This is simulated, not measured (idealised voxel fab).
Process module heading - voxel air gaps
Section shown: cut. Width: 280 nm. Cell size: 5 nm, square.
Reading order for cross-sections: top band down to bottom band. Underlying form: a grid of square cells. Band size: one or more rows of cells. It is stipulated that each band's entry specify, in nanometres, the height of the top of the band and then that of its bottom, followed by the materials of the band in left-to-right sequence, each together with its width in nanometres. A single material marked by the word "throughout" is understood to fill the band from edge to edge; the word "blank" is understood to denote empty space. Heights are measured from 0, the level below which the as-received wafer is all one material; the lowest band has no bottom and continues downward, written as in "0 and below". Graded width ("30..40"): value in top row of band = first number; value in bottom row = second number; row-to-row change constant. "no alteration" -> step changed no cross-section cell. Entry "Listed closed voids". Content: empty spaces with no open connection to the top, size 8 cells or greater. Each: width x height at distance. Distance: from left edge. Unit: nm. Post-settings text on a step line: simulator's own remark regarding the step. overlay nm: right-of-plan distance of the mask on a masked step; negative values mean left-of-plan.
plan
| 1 | RECEIVE with material Si |
| 2 | CONFORMAL_DEP with material SiO2, thk nm 10 |
| 3 | CONFORMAL_DEP with material SiCN, thk nm 5 |
| 4 | DIRECTIONAL_DEP with material lowk, thk nm 40 |
| 5 | DIRECTIONAL_DEP with material aC, thk nm 15 |
| 6 | PATTERN with tone open, mask id LINES, material resist, width nm 25, pitch nm 50, thk nm 30, overlay nm 0 |
| 7 | DIRECTIONAL_ETCH with etch materials aC, depth nm 15 |
| 8 | STRIP with etch materials resist |
| 9 | DIRECTIONAL_ETCH with etch materials lowk, depth nm 40 |
| 10 | STRIP with etch materials aC |
| 11 | CONFORMAL_DEP with material TiN, thk nm 5 |
| 12 | FILL_DEP with material Ru, thk nm 10 |
| 13 | CMP with height nm 55 |
| 14 | EPI with material Ru, thk nm 10 |
| 15 | SELECTIVE_ETCH with etch materials lowk, depth nm 50 |
| 16 | CONFORMAL_DEP with material SiCN, thk nm 5 |
Incoming wafer, cross-sectional view, post step 1
> 0 and below: Si throughout
> Listed closed voids: none
Here's the wafer cut in cross-section after the module, started and planned just like above, except one thing was done wrong in the run
> 60 down to 55: blank (60)  SiCN (155)  blank (65)
> 55 down to 45: blank (60)  SiCN (5)  Ru (45)  SiCN (5)  Ru (45)  SiCN (5)  Ru (45)  SiCN (5)  blank (65)
> 45 down to 40: blank (60)  SiCN (15)  TiN (5)  Ru (15)  TiN (5)  SiCN (25)  TiN (5)  Ru (15)  TiN (5)  SiCN (25)  TiN (5)  Ru (15)  TiN (5)  SiCN (15)  blank (65)
> 40 down to 20: blank (70)  SiCN (5)  TiN (5)  Ru (15)  TiN (5)  SiCN (5)  blank (15)  SiCN (5)  TiN (5)  Ru (15)  TiN (5)  SiCN (5)  blank (15)  SiCN (5)  TiN (5)  Ru (15)  TiN (5)  SiCN (5)  blank (75)
> 20 down to 15: SiCN (75)  TiN (25)  SiCN (25)  TiN (25)  SiCN (25)  TiN (25)  SiCN (80)
> 15 down to 10: SiCN throughout
> 10 down to 0: SiO2 throughout
> 0 and below: Si throughout
> Listed closed voids: 15 x 20 at 105; 15 x 20 at 155
Run error: step 13 ran differently from the plan; actual operation with settings: CMP with height nm 45
